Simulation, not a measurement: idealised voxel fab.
Process module name: voxel transistor to metal
The width of the displayed cross-section, cut, is 210 nm; its cells are square, with a size of 5 nm.
Cross-section, as written here: a square-cell grid given band by band from the top down, where a band holds one or more rows of cells. For a band, the entry starts with two heights in nm, that of the top and then that of the bottom, and carries on with the band's materials in order from left to right, each alongside its width in nm; the word "edge to edge" beside a single material means it fills the band edge to edge, and "blank" means empty space. Note: height 0 marks the level under which the wafer is uniformly one material as received. Lowest band unbounded below, written "0 -> down". A width such as "30->40" changes by the same amount from each row of cells to the next, from the band's top row to its bottom row. "nothing changed" (step): cross-section cells unchanged, all of them. Under "Closed void table" you'll find the enclosed gaps, the ones with no way out to the top, that are 8 cells or bigger; each reads width x height at distance, with distance counted from the left edge, everything in nm. Where a step's line continues beyond its settings, the continuation is a remark by the simulator itself on that step. "overlay nm" denotes, for a step that has a mask, the displacement of the mask to the right of its planned place, with negative values corresponding to the left.

### Below is the list of planned process steps
1. RECEIVE with material Si
2. CONFORMAL_DEP with material SiO2, thk nm 5
3. CONFORMAL_DEP with material SiN, thk nm 15
4. DIRECTIONAL_DEP with material aC, thk nm 10
5. PATTERN with tone cover, mask id ACTIVE, material resist, width nm 105, thk nm 30, overlay nm 0
6. DIRECTIONAL_ETCH with etch materials aC, depth nm 10
7. STRIP with etch materials resist
8. DIRECTIONAL_ETCH with etch materials SiN, depth nm 15
9. DIRECTIONAL_ETCH with etch materials SiO2, depth nm 5
10. DIRECTIONAL_ETCH with etch materials Si, depth nm 25
11. STRIP with etch materials aC
12. OXIDIZE with depth nm 5
13. FILL_DEP with material SiO2, thk nm 5
14. CMP with height nm 20
15. SELECTIVE_ETCH with etch materials SiO2, depth nm 10
16. STRIP with etch materials SiN
17. SELECTIVE_ETCH with etch materials SiO2, depth nm 5
18. OXIDIZE with depth nm 5
19. DIRECTIONAL_DEP with material polySi, thk nm 30
20. DIRECTIONAL_DEP with material SiCN, thk nm 15
21. MASKED_ETCH with tone cover, mask id GATE, width nm 25, etch materials SiCN, depth nm 25, overlay nm 0
22. MASKED_ETCH with tone cover, mask id GATE, width nm 25, etch materials polySi, depth nm 40, overlay nm 0
23. CONFORMAL_DEP with material SiO2, thk nm 5
24. DIRECTIONAL_ETCH with etch materials SiO2, depth nm 5
25. CONFORMAL_DEP with material SiN, thk nm 5
26. DIRECTIONAL_ETCH with etch materials SiN, depth nm 5
27. DIRECTIONAL_ETCH with etch materials SiO2, depth nm 5
28. DIRECTIONAL_ETCH with etch materials Si, depth nm 5
29. EPI with material SiGe, thk nm 5
30. FILL_DEP with material SiO2, thk nm 5
31. CMP with height nm 30
32. STRIP with etch materials polySi
33. SELECTIVE_ETCH with etch materials SiO2, depth nm 5
34. CONFORMAL_DEP with material HfO2, thk nm 5
35. CONFORMAL_DEP with material TiN, thk nm 5
36. FILL_DEP with material W, thk nm 10
37. CMP with height nm 25
38. DIRECTIONAL_DEP with material SiO2, thk nm 15
39. DIRECTIONAL_DEP with material aC, thk nm 15
40. PATTERN with tone open, mask id CONTACT, material resist, width nm 20, pitch nm 75, thk nm 30, overlay nm 0
41. DIRECTIONAL_ETCH with etch materials aC, depth nm 15
42. STRIP with etch materials resist
43. DIRECTIONAL_ETCH with etch materials SiO2, depth nm 45
44. STRIP with etch materials aC
45. CONFORMAL_DEP with material TiN, thk nm 5
46. FILL_DEP with material W, thk nm 5
47. CMP with height nm 40
48. CONFORMAL_DEP with material SiN, thk nm 5
49. DIRECTIONAL_DEP with material SiO2, thk nm 15
50. MASKED_ETCH with tone open, mask id METAL_1, width nm 20, pitch nm 75, etch materials SiO2, depth nm 15, overlay nm 0
51. MASKED_ETCH with tone open, mask id METAL_1, width nm 20, pitch nm 75, etch materials SiN, depth nm 5, overlay nm 0
52. CONFORMAL_DEP with material TiN, thk nm 5
53. FILL_DEP with material Cu, thk nm 5
54. CMP with height nm 60
55. EPI with material Ru, thk nm 5
56. FILL_DEP with material SiCN, thk nm 5

### The first of the two wafers, which ran as planned

### Here's what the wafer looked like in cross-section when it arrived - that's after step 1
  0 -> down = Si edge to edge
  Closed void table: none

### Wafer xsec, post step 2
  5 -> 0 = SiO2 edge to edge
  Lower than 0, everything is as it was.

### Wafer xsec, post step 3
  20 -> 5 = SiN edge to edge
  Lower than 5, everything is as it was.

### Wafer xsec, post step 4
  30 -> 20 = aC edge to edge
  Lower than 20, everything is as it was.

### Wafer xsec, post step 5
  60 -> 30 = 50 blank | 105 resist | 55 blank
  Lower than 30, everything is as it was.

### Wafer xsec, post step 6
  50 -> 30 = 50 blank | 105 resist | 55 blank
  30 -> 20 = 50 blank | 105 aC | 55 blank
  Lower than 20, everything is as it was.

### Wafer xsec, post step 7
  30 -> 20 = 50 blank | 105 aC | 55 blank
  Lower than 20, everything is as it was.

### Wafer xsec, post step 8
  30 -> 20 = 50 blank | 105 aC | 55 blank
  20 -> 5 = 50 blank | 105 SiN | 55 blank
  Lower than 5, everything is as it was.

### Wafer xsec, post step 9
  30 -> 20 = 50 blank | 105 aC | 55 blank
  20 -> 5 = 50 blank | 105 SiN | 55 blank
  5 -> 0 = 50 blank | 105 SiO2 | 55 blank
  Lower than 0, everything is as it was.

### Wafer xsec, post step 10
  30 -> 20 = 50 blank | 105 aC | 55 blank
  20 -> 5 = 50 blank | 105 SiN | 55 blank
  5 -> 0 = 50 blank | 105 SiO2 | 55 blank
  0 -> -25 = 50 blank | 105 Si | 55 blank
  Lower than -25, everything is as it was.

### Wafer xsec, post step 11
  20 -> 5 = 50 blank | 105 SiN | 55 blank
  Lower than 5, everything is as it was.

### Wafer xsec, post step 12
  20 -> 5 = 50 blank | 105 SiN | 55 blank
  5 -> 0 = 50 blank | 105 SiO2 | 55 blank
  0 -> -25 = 50 blank | 5 SiO2 | 95 Si | 5 SiO2 | 55 blank
  -25 -> -30 = 55 SiO2 | 95 Si | 60 SiO2
  Lower than -30, everything is as it was.

### Wafer xsec, post step 13
  25 -> 20 = SiO2 edge to edge
  20 -> 5 = 50 SiO2 | 105 SiN | 55 SiO2
  5 -> 0 = SiO2 edge to edge
  0 -> -30 = 55 SiO2 | 95 Si | 60 SiO2
  Lower than -30, everything is as it was.

### Wafer xsec, post step 14
  20 -> 5 = 50 SiO2 | 105 SiN | 55 SiO2
  Lower than 5, everything is as it was.

### Wafer xsec, post step 15
  20 -> 10 = 50 blank | 105 SiN | 55 blank
  Lower than 10, everything is as it was.

### Wafer xsec, post step 16
  10 -> 5 = 50 SiO2 | 105 blank | 55 SiO2
  Lower than 5, everything is as it was.

### Wafer xsec, post step 17
  5 -> 0 = 45 SiO2 | 115 blank | 50 SiO2
  Lower than 0, everything is as it was.

### Wafer xsec, post step 18
  5 -> 0 = 45 SiO2 | 115 blank | 50 SiO2
  0 -> -5 = SiO2 edge to edge
  Lower than -5, everything is as it was.

### Wafer xsec, post step 19
  35 -> 30 = 45 polySi | 115 blank | 50 polySi
  30 -> 5 = polySi edge to edge
  5 -> 0 = 45 SiO2 | 115 polySi | 50 SiO2
  Lower than 0, everything is as it was.

### Wafer xsec, post step 20
  50 -> 45 = 45 SiCN | 115 blank | 50 SiCN
  45 -> 35 = SiCN edge to edge
  35 -> 30 = 45 polySi | 115 SiCN | 50 polySi
  Lower than 30, everything is as it was.

### Wafer xsec, post step 21
  45 -> 35 = 90 blank | 25 SiCN | 95 blank
  35 -> 30 = 45 polySi | 45 blank | 25 SiCN | 45 blank | 50 polySi
  Lower than 30, everything is as it was.

### Wafer xsec, post step 22
  45 -> 30 = 90 blank | 25 SiCN | 95 blank
  30 -> 5 = 90 blank | 25 polySi | 95 blank
  5 -> 0 = 45 SiO2 | 45 blank | 25 polySi | 45 blank | 50 SiO2
  Lower than 0, everything is as it was.

### Wafer xsec, post step 23
  50 -> 45 = 85 blank | 35 SiO2 | 90 blank
  45 -> 30 = 85 blank | 5 SiO2 | 25 SiCN | 5 SiO2 | 90 blank
  30 -> 10 = 85 blank | 5 SiO2 | 25 polySi | 5 SiO2 | 90 blank
  10 -> 5 = 50 SiO2 | 35 blank | 5 SiO2 | 25 polySi | 5 SiO2 | 35 blank | 55 SiO2
  5 -> 0 = 90 SiO2 | 25 polySi | 95 SiO2
  Lower than 0, everything is as it was.

### Wafer xsec, post step 24
  45 -> 30 = 85 blank | 5 SiO2 | 25 SiCN | 5 SiO2 | 90 blank
  30 -> 5 = 85 blank | 5 SiO2 | 25 polySi | 5 SiO2 | 90 blank
  5 -> 0 = 50 SiO2 | 35 blank | 5 SiO2 | 25 polySi | 5 SiO2 | 35 blank | 55 SiO2
  Lower than 0, everything is as it was.

### Wafer xsec, post step 25
  50 -> 45 = 80 blank | 45 SiN | 85 blank
  45 -> 30 = 80 blank | 5 SiN | 5 SiO2 | 25 SiCN | 5 SiO2 | 5 SiN | 85 blank
  30 -> 10 = 80 blank | 5 SiN | 5 SiO2 | 25 polySi | 5 SiO2 | 5 SiN | 85 blank
  10 -> 5 = 55 SiN | 25 blank | 5 SiN | 5 SiO2 | 25 polySi | 5 SiO2 | 5 SiN | 25 blank | 60 SiN
  5 -> 0 = 50 SiO2 | 35 SiN | 5 SiO2 | 25 polySi | 5 SiO2 | 35 SiN | 55 SiO2
  Lower than 0, everything is as it was.

### Wafer xsec, post step 26
  45 -> 30 = 80 blank | 5 SiN | 5 SiO2 | 25 SiCN | 5 SiO2 | 5 SiN | 85 blank
  30 -> 5 = 80 blank | 5 SiN | 5 SiO2 | 25 polySi | 5 SiO2 | 5 SiN | 85 blank
  5 -> 0 = 50 SiO2 | 5 SiN | 25 blank | 5 SiN | 5 SiO2 | 25 polySi | 5 SiO2 | 5 SiN | 25 blank | 5 SiN | 55 SiO2
  Lower than 0, everything is as it was.

### Wafer xsec, post step 27
  45 -> 40 = 80 blank | 5 SiN | 5 blank | 25 SiCN | 5 blank | 5 SiN | 85 blank
  40 -> 30 = 80 blank | 5 SiN | 5 SiO2 | 25 SiCN | 5 SiO2 | 5 SiN | 85 blank
  30 -> 5 = 80 blank | 5 SiN | 5 SiO2 | 25 polySi | 5 SiO2 | 5 SiN | 85 blank
  5 -> 0 = 50 blank | 5 SiN | 25 blank | 5 SiN | 5 SiO2 | 25 polySi | 5 SiO2 | 5 SiN | 25 blank | 5 SiN | 55 blank
  0 -> -5 = 55 SiO2 | 25 blank | 45 SiO2 | 25 blank | 60 SiO2
  Lower than -5, everything is as it was.

### Wafer xsec, post step 28
  45 -> 40 = 80 blank | 5 SiN | 5 blank | 25 SiCN | 5 blank | 5 SiN | 85 blank
  40 -> 30 = 80 blank | 5 SiN | 5 SiO2 | 25 SiCN | 5 SiO2 | 5 SiN | 85 blank
  30 -> 5 = 80 blank | 5 SiN | 5 SiO2 | 25 polySi | 5 SiO2 | 5 SiN | 85 blank
  5 -> 0 = 50 blank | 5 SiN | 25 blank | 5 SiN | 5 SiO2 | 25 polySi | 5 SiO2 | 5 SiN | 25 blank | 5 SiN | 55 blank
  0 -> -5 = 55 SiO2 | 25 blank | 45 SiO2 | 25 blank | 60 SiO2
  -5 -> -10 = 55 SiO2 | 25 blank | 45 Si | 25 blank | 60 SiO2
  Lower than -10, everything is as it was.

### Wafer xsec, post step 29
  45 -> 40 = 80 blank | 5 SiN | 5 blank | 25 SiCN | 5 blank | 5 SiN | 85 blank
  40 -> 30 = 80 blank | 5 SiN | 5 SiO2 | 25 SiCN | 5 SiO2 | 5 SiN | 85 blank
  30 -> 5 = 80 blank | 5 SiN | 5 SiO2 | 25 polySi | 5 SiO2 | 5 SiN | 85 blank
  5 -> 0 = 50 blank | 5 SiN | 25 blank | 5 SiN | 5 SiO2 | 25 polySi | 5 SiO2 | 5 SiN | 25 blank | 5 SiN | 55 blank
  0 -> -5 = 55 SiO2 | 20 blank | 5 SiGe | 45 SiO2 | 5 SiGe | 20 blank | 60 SiO2
  -5 -> -10 = 55 SiO2 | 25 SiGe | 45 Si | 25 SiGe | 60 SiO2
  Lower than -10, everything is as it was.

### Wafer xsec, post step 30
  50 -> 45 = SiO2 edge to edge
  45 -> 30 = 80 SiO2 | 5 SiN | 5 SiO2 | 25 SiCN | 5 SiO2 | 5 SiN | 85 SiO2
  30 -> 5 = 80 SiO2 | 5 SiN | 5 SiO2 | 25 polySi | 5 SiO2 | 5 SiN | 85 SiO2
  5 -> 0 = 50 SiO2 | 5 SiN | 25 SiO2 | 5 SiN | 5 SiO2 | 25 polySi | 5 SiO2 | 5 SiN | 25 SiO2 | 5 SiN | 55 SiO2
  0 -> -5 = 75 SiO2 | 5 SiGe | 45 SiO2 | 5 SiGe | 80 SiO2
  Lower than -5, everything is as it was.

### Wafer xsec, post step 31
  30 -> 5 = 80 SiO2 | 5 SiN | 5 SiO2 | 25 polySi | 5 SiO2 | 5 SiN | 85 SiO2
  Lower than 5, everything is as it was.

### Wafer xsec, post step 32
  30 -> 5 = 80 SiO2 | 5 SiN | 5 SiO2 | 25 blank | 5 SiO2 | 5 SiN | 85 SiO2
  5 -> 0 = 50 SiO2 | 5 SiN | 25 SiO2 | 5 SiN | 5 SiO2 | 25 blank | 5 SiO2 | 5 SiN | 25 SiO2 | 5 SiN | 55 SiO2
  Lower than 0, everything is as it was.

### Wafer xsec, post step 33
  30 -> 25 = 80 blank | 5 SiN | 35 blank | 5 SiN | 85 blank
  25 -> 5 = 80 SiO2 | 5 SiN | 35 blank | 5 SiN | 85 SiO2
  5 -> 0 = 50 SiO2 | 5 SiN | 25 SiO2 | 5 SiN | 35 blank | 5 SiN | 25 SiO2 | 5 SiN | 55 SiO2
  0 -> -5 = 75 SiO2 | 5 SiGe | 5 SiO2 | 35 blank | 5 SiO2 | 5 SiGe | 80 SiO2
  Lower than -5, everything is as it was.

### Wafer xsec, post step 34
  35 -> 30 = 75 blank | 15 HfO2 | 25 blank | 15 HfO2 | 80 blank
  30 -> 25 = 80 HfO2 | 5 SiN | 5 HfO2 | 25 blank | 5 HfO2 | 5 SiN | 85 HfO2
  25 -> 5 = 80 SiO2 | 5 SiN | 5 HfO2 | 25 blank | 5 HfO2 | 5 SiN | 85 SiO2
  5 -> 0 = 50 SiO2 | 5 SiN | 25 SiO2 | 5 SiN | 5 HfO2 | 25 blank | 5 HfO2 | 5 SiN | 25 SiO2 | 5 SiN | 55 SiO2
  0 -> -5 = 75 SiO2 | 5 SiGe | 5 SiO2 | 35 HfO2 | 5 SiO2 | 5 SiGe | 80 SiO2
  Lower than -5, everything is as it was.

### Wafer xsec, post step 35
  40 -> 35 = 70 blank | 25 TiN | 15 blank | 25 TiN | 75 blank
  35 -> 30 = 75 TiN | 15 HfO2 | 5 TiN | 15 blank | 5 TiN | 15 HfO2 | 80 TiN
  30 -> 25 = 80 HfO2 | 5 SiN | 5 HfO2 | 5 TiN | 15 blank | 5 TiN | 5 HfO2 | 5 SiN | 85 HfO2
  25 -> 5 = 80 SiO2 | 5 SiN | 5 HfO2 | 5 TiN | 15 blank | 5 TiN | 5 HfO2 | 5 SiN | 85 SiO2
  5 -> 0 = 50 SiO2 | 5 SiN | 25 SiO2 | 5 SiN | 5 HfO2 | 25 TiN | 5 HfO2 | 5 SiN | 25 SiO2 | 5 SiN | 55 SiO2
  Lower than 0, everything is as it was.

### Wafer xsec, post step 36
  50 -> 40 = W edge to edge
  40 -> 35 = 70 W | 25 TiN | 15 W | 25 TiN | 75 W
  35 -> 30 = 75 TiN | 15 HfO2 | 5 TiN | 15 W | 5 TiN | 15 HfO2 | 80 TiN
  30 -> 25 = 80 HfO2 | 5 SiN | 5 HfO2 | 5 TiN | 15 W | 5 TiN | 5 HfO2 | 5 SiN | 85 HfO2
  25 -> 5 = 80 SiO2 | 5 SiN | 5 HfO2 | 5 TiN | 15 W | 5 TiN | 5 HfO2 | 5 SiN | 85 SiO2
  Lower than 5, everything is as it was.

### Wafer xsec, post step 37
  25 -> 5 = 80 SiO2 | 5 SiN | 5 HfO2 | 5 TiN | 15 W | 5 TiN | 5 HfO2 | 5 SiN | 85 SiO2
  Lower than 5, everything is as it was.

### Wafer xsec, post step 38
  40 -> 25 = SiO2 edge to edge
  Lower than 25, everything is as it was.

### Wafer xsec, post step 39
  55 -> 40 = aC edge to edge
  Lower than 40, everything is as it was.

### Wafer xsec, post step 40
  85 -> 55 = 55 resist | 20 blank | 55 resist | 20 blank | 60 resist
  Lower than 55, everything is as it was.

### Wafer xsec, post step 41
  70 -> 55 = 55 resist | 20 blank | 55 resist | 20 blank | 60 resist
  55 -> 40 = 55 aC | 20 blank | 55 aC | 20 blank | 60 aC
  Lower than 40, everything is as it was.

### Wafer xsec, post step 42
  55 -> 40 = 55 aC | 20 blank | 55 aC | 20 blank | 60 aC
  Lower than 40, everything is as it was.

### Wafer xsec, post step 43
  55 -> 40 = 55 aC | 20 blank | 55 aC | 20 blank | 60 aC
  40 -> 25 = 55 SiO2 | 20 blank | 55 SiO2 | 20 blank | 60 SiO2
  25 -> 5 = 55 SiO2 | 20 blank | 5 SiO2 | 5 SiN | 5 HfO2 | 5 TiN | 15 W | 5 TiN | 5 HfO2 | 5 SiN | 5 SiO2 | 20 blank | 60 SiO2
  5 -> 0 = 50 SiO2 | 5 SiN | 20 blank | 5 SiO2 | 5 SiN | 5 HfO2 | 25 TiN | 5 HfO2 | 5 SiN | 5 SiO2 | 20 blank | 5 SiN | 55 SiO2
  0 -> -5 = 55 SiO2 | 20 blank | 5 SiGe | 5 SiO2 | 35 HfO2 | 5 SiO2 | 5 SiGe | 20 blank | 60 SiO2
  Lower than -5, everything is as it was.

### Wafer xsec, post step 44
  40 -> 25 = 55 SiO2 | 20 blank | 55 SiO2 | 20 blank | 60 SiO2
  Lower than 25, everything is as it was.

### Wafer xsec, post step 45
  45 -> 40 = 60 TiN | 10 blank | 65 TiN | 10 blank | 65 TiN
  40 -> 25 = 55 SiO2 | 5 TiN | 10 blank | 5 TiN | 55 SiO2 | 5 TiN | 10 blank | 5 TiN | 60 SiO2
  25 -> 5 = 55 SiO2 | 5 TiN | 10 blank | 5 TiN | 5 SiO2 | 5 SiN | 5 HfO2 | 5 TiN | 15 W | 5 TiN | 5 HfO2 | 5 SiN | 5 SiO2 | 5 TiN | 10 blank | 5 TiN | 60 SiO2
  5 -> 0 = 50 SiO2 | 5 SiN | 5 TiN | 10 blank | 5 TiN | 5 SiO2 | 5 SiN | 5 HfO2 | 25 TiN | 5 HfO2 | 5 SiN | 5 SiO2 | 5 TiN | 10 blank | 5 TiN | 5 SiN | 55 SiO2
  0 -> -5 = 55 SiO2 | 20 TiN | 5 SiGe | 5 SiO2 | 35 HfO2 | 5 SiO2 | 5 SiGe | 20 TiN | 60 SiO2
  Lower than -5, everything is as it was.

### Wafer xsec, post step 46
  50 -> 45 = W edge to edge
  45 -> 40 = 60 TiN | 10 W | 65 TiN | 10 W | 65 TiN
  40 -> 25 = 55 SiO2 | 5 TiN | 10 W | 5 TiN | 55 SiO2 | 5 TiN | 10 W | 5 TiN | 60 SiO2
  25 -> 5 = 55 SiO2 | 5 TiN | 10 W | 5 TiN | 5 SiO2 | 5 SiN | 5 HfO2 | 5 TiN | 15 W | 5 TiN | 5 HfO2 | 5 SiN | 5 SiO2 | 5 TiN | 10 W | 5 TiN | 60 SiO2
  5 -> 0 = 50 SiO2 | 5 SiN | 5 TiN | 10 W | 5 TiN | 5 SiO2 | 5 SiN | 5 HfO2 | 25 TiN | 5 HfO2 | 5 SiN | 5 SiO2 | 5 TiN | 10 W | 5 TiN | 5 SiN | 55 SiO2
  Lower than 0, everything is as it was.

### Wafer xsec, post step 47
  40 -> 25 = 55 SiO2 | 5 TiN | 10 W | 5 TiN | 55 SiO2 | 5 TiN | 10 W | 5 TiN | 60 SiO2
  Lower than 25, everything is as it was.

### Wafer xsec, post step 48
  45 -> 40 = SiN edge to edge
  Lower than 40, everything is as it was.

### Wafer xsec, post step 49
  60 -> 45 = SiO2 edge to edge
  Lower than 45, everything is as it was.

### Wafer xsec, post step 50
  60 -> 45 = 55 SiO2 | 20 blank | 55 SiO2 | 20 blank | 60 SiO2
  Lower than 45, everything is as it was.

### Wafer xsec, post step 51
  60 -> 45 = 55 SiO2 | 20 blank | 55 SiO2 | 20 blank | 60 SiO2
  45 -> 40 = 55 SiN | 20 blank | 55 SiN | 20 blank | 60 SiN
  Lower than 40, everything is as it was.

### Wafer xsec, post step 52
  65 -> 60 = 60 TiN | 10 blank | 65 TiN | 10 blank | 65 TiN
  60 -> 45 = 55 SiO2 | 5 TiN | 10 blank | 5 TiN | 55 SiO2 | 5 TiN | 10 blank | 5 TiN | 60 SiO2
  45 -> 40 = 55 SiN | 20 TiN | 55 SiN | 20 TiN | 60 SiN
  Lower than 40, everything is as it was.

### Wafer xsec, post step 53
  70 -> 65 = Cu edge to edge
  65 -> 60 = 60 TiN | 10 Cu | 65 TiN | 10 Cu | 65 TiN
  60 -> 45 = 55 SiO2 | 5 TiN | 10 Cu | 5 TiN | 55 SiO2 | 5 TiN | 10 Cu | 5 TiN | 60 SiO2
  Lower than 45, everything is as it was.

### Wafer xsec, post step 54
  60 -> 45 = 55 SiO2 | 5 TiN | 10 Cu | 5 TiN | 55 SiO2 | 5 TiN | 10 Cu | 5 TiN | 60 SiO2
  Lower than 45, everything is as it was.

### Wafer xsec, post step 55
  65 -> 60 = 50 blank | 30 Ru | 45 blank | 30 Ru | 55 blank
  Lower than 60, everything is as it was.

### Wafer xsec, post step 56
  70 -> 65 = SiCN edge to edge
  65 -> 60 = 50 SiCN | 30 Ru | 45 SiCN | 30 Ru | 55 SiCN
  Lower than 60, everything is as it was.

### Now the other wafer: same start, same recipe, but we messed up one thing when running it. Up to and including step 48 it's the same as the first one

### Cross-sectional representation of the second wafer at the time designated in the plan for the completion of step 49
  60 -> 45 = Cu edge to edge
  Lower than 45, everything is as it was.

Cross-sectional representation of the second wafer at the time designated in the plan for the completion of step 50: nothing changed

Cross-sectional representation of the second wafer at the time designated in the plan for the completion of step 51: nothing changed

### Cross-sectional representation of the second wafer at the time designated in the plan for the completion of step 52
  65 -> 60 = TiN edge to edge
  Lower than 60, everything is as it was.

### Cross-sectional representation of the second wafer at the time designated in the plan for the completion of step 53
  70 -> 65 = Cu edge to edge
  Lower than 65, everything is as it was.

### Cross-sectional representation of the second wafer at the time designated in the plan for the completion of step 54
  60 -> 45 = Cu edge to edge
  Lower than 45, everything is as it was.

### Cross-sectional representation of the second wafer at the time designated in the plan for the completion of step 55
  65 -> 60 = Ru edge to edge
  Lower than 60, everything is as it was.

### Cross-sectional representation of the second wafer at the time designated in the plan for the completion of step 56
  70 -> 65 = SiCN edge to edge
  Lower than 65, everything is as it was.
Plan not followed: step 49 was run on a setting that differed from the plan, and what really ran there is DIRECTIONAL_DEP with material Cu, thk nm 15
Upon completion, the second wafer contains, in terms of cells, a greater or smaller amount of certain materials than the first wafer: 114 more of Cu | 30 more of Ru | 30 fewer of SiCN | 8 more of SiN | 102 fewer of SiO2 | 20 fewer of TiN
